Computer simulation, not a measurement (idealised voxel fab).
The process module presented herein is designated voxel trench capacitor.
Xsec cut, 290 nm wide, square cell size 5 nm.
Notation: cross-section as square-cell grid; stated in bands, top first, going down; one or more cell rows per band.
Basically the band line says how high the top is and how high the bottom is, in nm, and then what's in it from left to right, every material with its width in nm. Empty space shows up as "air", and if a single material carries "throughout" it runs the full band edge to edge.
Ref level 0: as-received wafer is one material below here. Bottom band extends down with no lower bound ("top 0, no bottom").
So if you see something like "30->40" for the width, read it as the top row of the band sitting at the first number and the bottom row at the second, with every row in between moving by the same amount as the last.
Where a step carries "nothing altered", the cross-section came out of it unchanged, cell for cell.
For the entry "Sealed void inventory", the listed items are empty spaces with no open way to the top whose size is 8 cells or more; each item follows the pattern width x height at distance, where distance is from the left edge and all three are in nm.
Post-settings text on a step line: simulator's own remark regarding the step.
overlay nm: where the mask lay relative to plan, measured to the right, on steps with a mask; negatives go left.

**This section lists the process steps that were planned**
1. RECEIVE | material Si
2. CONFORMAL_DEP | material SiN | thk nm 5
3. DIRECTIONAL_DEP | material aC | thk nm 10
4. PATTERN | tone open | mask id TRENCH | material resist | width nm 25 | pitch nm 50 | thk nm 25 | overlay nm 0
5. DIRECTIONAL_ETCH | etch materials aC | depth nm 10
6. STRIP | etch materials resist
7. DIRECTIONAL_ETCH | etch materials SiN | depth nm 5
8. DIRECTIONAL_ETCH | etch materials Si | depth nm 30
9. STRIP | etch materials aC
10. CONFORMAL_DEP | material SiO2 | thk nm 5
11. FILL_DEP | material polySi | thk nm 10
12. CMP | height nm 5

**First out of two wafers; run went to plan**

**Cross-sectional view of the wafer in its as-received condition, corresponding to the state after step 1**
  top 0, no bottom | Si throughout
  Sealed void inventory: none

**After step 2: wafer cross-section**
  top 5, bottom 0 | SiN throughout
  Lower than 0, everything is as it was.

**After step 3: wafer cross-section**
  top 15, bottom 5 | aC throughout
  Lower than 5, everything is as it was.

**After step 4: wafer cross-section**
  top 40, bottom 15 | 55 resist, then 25 air, then 25 resist, then 25 air, then 25 resist, then 25 air, then 25 resist, then 25 air, then 60 resist
  Lower than 15, everything is as it was.

**After step 5: wafer cross-section**
  top 30, bottom 15 | 55 resist, then 25 air, then 25 resist, then 25 air, then 25 resist, then 25 air, then 25 resist, then 25 air, then 60 resist
  top 15, bottom 5 | 55 aC, then 25 air, then 25 aC, then 25 air, then 25 aC, then 25 air, then 25 aC, then 25 air, then 60 aC
  Lower than 5, everything is as it was.

**After step 6: wafer cross-section**
  top 15, bottom 5 | 55 aC, then 25 air, then 25 aC, then 25 air, then 25 aC, then 25 air, then 25 aC, then 25 air, then 60 aC
  Lower than 5, everything is as it was.

**After step 7: wafer cross-section**
  top 15, bottom 5 | 55 aC, then 25 air, then 25 aC, then 25 air, then 25 aC, then 25 air, then 25 aC, then 25 air, then 60 aC
  top 5, bottom 0 | 55 SiN, then 25 air, then 25 SiN, then 25 air, then 25 SiN, then 25 air, then 25 SiN, then 25 air, then 60 SiN
  Lower than 0, everything is as it was.

**After step 8: wafer cross-section**
  top 15, bottom 5 | 55 aC, then 25 air, then 25 aC, then 25 air, then 25 aC, then 25 air, then 25 aC, then 25 air, then 60 aC
  top 5, bottom 0 | 55 SiN, then 25 air, then 25 SiN, then 25 air, then 25 SiN, then 25 air, then 25 SiN, then 25 air, then 60 SiN
  top 0, bottom -30 | 55 Si, then 25 air, then 25 Si, then 25 air, then 25 Si, then 25 air, then 25 Si, then 25 air, then 60 Si
  Lower than -30, everything is as it was.

**After step 9: wafer cross-section**
  top 5, bottom 0 | 55 SiN, then 25 air, then 25 SiN, then 25 air, then 25 SiN, then 25 air, then 25 SiN, then 25 air, then 60 SiN
  Lower than 0, everything is as it was.

**After step 10: wafer cross-section**
  top 10, bottom 5 | 60 SiO2, then 15 air, then 35 SiO2, then 15 air, then 35 SiO2, then 15 air, then 35 SiO2, then 15 air, then 65 SiO2
  top 5, bottom 0 | 55 SiN, then 5 SiO2, then 15 air, then 5 SiO2, then 25 SiN, then 5 SiO2, then 15 air, then 5 SiO2, then 25 SiN, then 5 SiO2, then 15 air, then 5 SiO2, then 25 SiN, then 5 SiO2, then 15 air, then 5 SiO2, then 60 SiN
  top 0, bottom -25 | 55 Si, then 5 SiO2, then 15 air, then 5 SiO2, then 25 Si, then 5 SiO2, then 15 air, then 5 SiO2, then 25 Si, then 5 SiO2, then 15 air, then 5 SiO2, then 25 Si, then 5 SiO2, then 15 air, then 5 SiO2, then 60 Si
  top -25, bottom -30 | 55 Si, then 25 SiO2, then 25 Si, then 25 SiO2, then 25 Si, then 25 SiO2, then 25 Si, then 25 SiO2, then 60 Si
  Lower than -30, everything is as it was.

**After step 11: wafer cross-section**
  top 20, bottom 10 | polySi throughout
  top 10, bottom 5 | 60 SiO2, then 15 polySi, then 35 SiO2, then 15 polySi, then 35 SiO2, then 15 polySi, then 35 SiO2, then 15 polySi, then 65 SiO2
  top 5, bottom 0 | 55 SiN, then 5 SiO2, then 15 polySi, then 5 SiO2, then 25 SiN, then 5 SiO2, then 15 polySi, then 5 SiO2, then 25 SiN, then 5 SiO2, then 15 polySi, then 5 SiO2, then 25 SiN, then 5 SiO2, then 15 polySi, then 5 SiO2, then 60 SiN
  top 0, bottom -25 | 55 Si, then 5 SiO2, then 15 polySi, then 5 SiO2, then 25 Si, then 5 SiO2, then 15 polySi, then 5 SiO2, then 25 Si, then 5 SiO2, then 15 polySi, then 5 SiO2, then 25 Si, then 5 SiO2, then 15 polySi, then 5 SiO2, then 60 Si
  Lower than -25, everything is as it was.

**After step 12: wafer cross-section**
  top 5, bottom 0 | 55 SiN, then 5 SiO2, then 15 polySi, then 5 SiO2, then 25 SiN, then 5 SiO2, then 15 polySi, then 5 SiO2, then 25 SiN, then 5 SiO2, then 15 polySi, then 5 SiO2, then 25 SiN, then 5 SiO2, then 15 polySi, then 5 SiO2, then 60 SiN
  Lower than 0, everything is as it was.

**Wafer two. Identical start, identical plan. One mistake in execution. Identical history through step 3**

**Second wafer shown in cross-section at the time step 4 was slated to end**
  top 40, bottom 15 | 60 resist, then 20 air, then 30 resist, then 20 air, then 30 resist, then 20 air, then 30 resist, then 20 air, then 60 resist
  Lower than 15, everything is as it was.

**Second wafer shown in cross-section at the time step 5 was slated to end**
  top 30, bottom 15 | 60 resist, then 20 air, then 30 resist, then 20 air, then 30 resist, then 20 air, then 30 resist, then 20 air, then 60 resist
  top 15, bottom 5 | 60 aC, then 20 air, then 30 aC, then 20 air, then 30 aC, then 20 air, then 30 aC, then 20 air, then 60 aC
  Lower than 5, everything is as it was.

**Second wafer shown in cross-section at the time step 6 was slated to end**
  top 15, bottom 5 | 60 aC, then 20 air, then 30 aC, then 20 air, then 30 aC, then 20 air, then 30 aC, then 20 air, then 60 aC
  Lower than 5, everything is as it was.

**Second wafer shown in cross-section at the time step 7 was slated to end**
  top 15, bottom 5 | 60 aC, then 20 air, then 30 aC, then 20 air, then 30 aC, then 20 air, then 30 aC, then 20 air, then 60 aC
  top 5, bottom 0 | 60 SiN, then 20 air, then 30 SiN, then 20 air, then 30 SiN, then 20 air, then 30 SiN, then 20 air, then 60 SiN
  Lower than 0, everything is as it was.

**Second wafer shown in cross-section at the time step 8 was slated to end**
  top 15, bottom 5 | 60 aC, then 20 air, then 30 aC, then 20 air, then 30 aC, then 20 air, then 30 aC, then 20 air, then 60 aC
  top 5, bottom 0 | 60 SiN, then 20 air, then 30 SiN, then 20 air, then 30 SiN, then 20 air, then 30 SiN, then 20 air, then 60 SiN
  top 0, bottom -30 | 60 Si, then 20 air, then 30 Si, then 20 air, then 30 Si, then 20 air, then 30 Si, then 20 air, then 60 Si
  Lower than -30, everything is as it was.

**Second wafer shown in cross-section at the time step 9 was slated to end**
  top 5, bottom 0 | 60 SiN, then 20 air, then 30 SiN, then 20 air, then 30 SiN, then 20 air, then 30 SiN, then 20 air, then 60 SiN
  Lower than 0, everything is as it was.

**Second wafer shown in cross-section at the time step 10 was slated to end**
  top 10, bottom 5 | 65 SiO2, then 10 air, then 40 SiO2, then 10 air, then 40 SiO2, then 10 air, then 40 SiO2, then 10 air, then 65 SiO2
  top 5, bottom 0 | 60 SiN, then 5 SiO2, then 10 air, then 5 SiO2, then 30 SiN, then 5 SiO2, then 10 air, then 5 SiO2, then 30 SiN, then 5 SiO2, then 10 air, then 5 SiO2, then 30 SiN, then 5 SiO2, then 10 air, then 5 SiO2, then 60 SiN
  top 0, bottom -25 | 60 Si, then 5 SiO2, then 10 air, then 5 SiO2, then 30 Si, then 5 SiO2, then 10 air, then 5 SiO2, then 30 Si, then 5 SiO2, then 10 air, then 5 SiO2, then 30 Si, then 5 SiO2, then 10 air, then 5 SiO2, then 60 Si
  top -25, bottom -30 | 60 Si, then 20 SiO2, then 30 Si, then 20 SiO2, then 30 Si, then 20 SiO2, then 30 Si, then 20 SiO2, then 60 Si
  Lower than -30, everything is as it was.

**Second wafer shown in cross-section at the time step 11 was slated to end**
  top 20, bottom 10 | polySi throughout
  top 10, bottom 5 | 65 SiO2, then 10 polySi, then 40 SiO2, then 10 polySi, then 40 SiO2, then 10 polySi, then 40 SiO2, then 10 polySi, then 65 SiO2
  top 5, bottom 0 | 60 SiN, then 5 SiO2, then 10 polySi, then 5 SiO2, then 30 SiN, then 5 SiO2, then 10 polySi, then 5 SiO2, then 30 SiN, then 5 SiO2, then 10 polySi, then 5 SiO2, then 30 SiN, then 5 SiO2, then 10 polySi, then 5 SiO2, then 60 SiN
  top 0, bottom -25 | 60 Si, then 5 SiO2, then 10 polySi, then 5 SiO2, then 30 Si, then 5 SiO2, then 10 polySi, then 5 SiO2, then 30 Si, then 5 SiO2, then 10 polySi, then 5 SiO2, then 30 Si, then 5 SiO2, then 10 polySi, then 5 SiO2, then 60 Si
  Lower than -25, everything is as it was.

**Second wafer shown in cross-section at the time step 12 was slated to end**
  top 5, bottom 0 | 60 SiN, then 5 SiO2, then 10 polySi, then 5 SiO2, then 30 SiN, then 5 SiO2, then 10 polySi, then 5 SiO2, then 30 SiN, then 5 SiO2, then 10 polySi, then 5 SiO2, then 30 SiN, then 5 SiO2, then 10 polySi, then 5 SiO2, then 60 SiN
  Lower than 0, everything is as it was.
What was the processing mistake? for step 4, the planned setting was not used; the step was instead run as PATTERN | tone open | mask id TRENCH | material resist | width nm 20 | pitch nm 50 | thk nm 25 | overlay nm 0
The final cell counts differ between the wafers, with the second having more or fewer of some materials than the first: 24 more of Si, 4 more of SiN, 4 fewer of SiO2, 24 fewer of polySi
